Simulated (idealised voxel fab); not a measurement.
Module name: voxel spacer lines (process module)
185 nm wide, 5 nm square cells: that's cross-section cut.
Cross-section = grid of square cells, listed top down in bands; band = one or more rows.
Basically the band line says how high the top is and how high the bottom is, in nm, and then what's in it from left to right, every material with its width in nm. Empty space shows up as "blank", and if a single material carries "edge to edge" it runs the full band edge to edge.
Heads up on the height convention: 0 is the point under which the incoming wafer is all one material, and the lowest band has no bottom, it just keeps going down, like "0 nm and below".
The notation "30->40" denotes a width that varies across the rows of cells in the band, beginning at the first number in the top row, finishing at the second number in the bottom row, and changing by an identical amount from each row to the next.
"everything unchanged" for a step: no cell of the cross-section changed in that step.
Enclosed voids (no open way to top), threshold 8 cells or more, entry "Enclosed cavity list", notation width x height at distance, distance from left edge, nm.
On a step's line, text after the settings is the simulator commenting on that step.
You can add "overlay nm" to a step's line. For a step with a mask, it describes how far the mask lay to the right of its planned position, and a negative number describes a lay to the left.

**Process steps - plan**
| 1 | op RECEIVE | material Si |
| 2 | op CONFORMAL_DEP | material Al2O3 | thk nm 5 |
| 3 | op DIRECTIONAL_DEP | material SiN | thk nm 10 |
| 4 | op DIRECTIONAL_DEP | material aC | thk nm 25 |
| 5 | op PATTERN | tone cover | mask id MANDREL | material resist | width nm 25 | pitch nm 70 | thk nm 30 | overlay nm 0 |
| 6 | op DIRECTIONAL_ETCH | etch materials aC | depth nm 25 |
| 7 | op STRIP | etch materials resist |
| 8 | op CONFORMAL_DEP | material SiO2 | thk nm 10 |
| 9 | op DIRECTIONAL_ETCH | etch materials SiO2 | depth nm 10 |
| 10 | op STRIP | etch materials aC |
| 11 | op DIRECTIONAL_ETCH | etch materials SiN | depth nm 10 |
| 12 | op STRIP | etch materials SiO2 |
| 13 | op FILL_DEP | material lowk | thk nm 5 |
| 14 | op CMP | height nm 15 |

**as received, after step 1**
0 nm and below  Si edge to edge
Enclosed cavity list: none

**Cross-section, first of two wafers, end of module, run as planned**
15 nm to 5 nm  35 nm lowk / 10 nm SiN / 25 nm lowk / 10 nm SiN / 25 nm lowk / 10 nm SiN / 25 nm lowk / 10 nm SiN / 35 nm lowk
5 nm to 0 nm  Al2O3 edge to edge
0 nm and below  Si edge to edge
Enclosed cavity list: none

**Wafer two (of two), end-of-module cross-section: start = wafer one, plan = wafer one, one run mistake**
15 nm to 5 nm  35 nm aC / 10 nm SiN / 25 nm aC / 10 nm SiN / 25 nm aC / 10 nm SiN / 25 nm aC / 10 nm SiN / 35 nm aC
5 nm to 0 nm  Al2O3 edge to edge
0 nm and below  Si edge to edge
Enclosed cavity list: none
Where did the run depart from the plan? step 13 went in with a setting other than planned; the actual run was op FILL_DEP | material aC | thk nm 5
Final cells, second wafer relative to first, materials higher or lower: aC: 58 more, lowk: 58 fewer
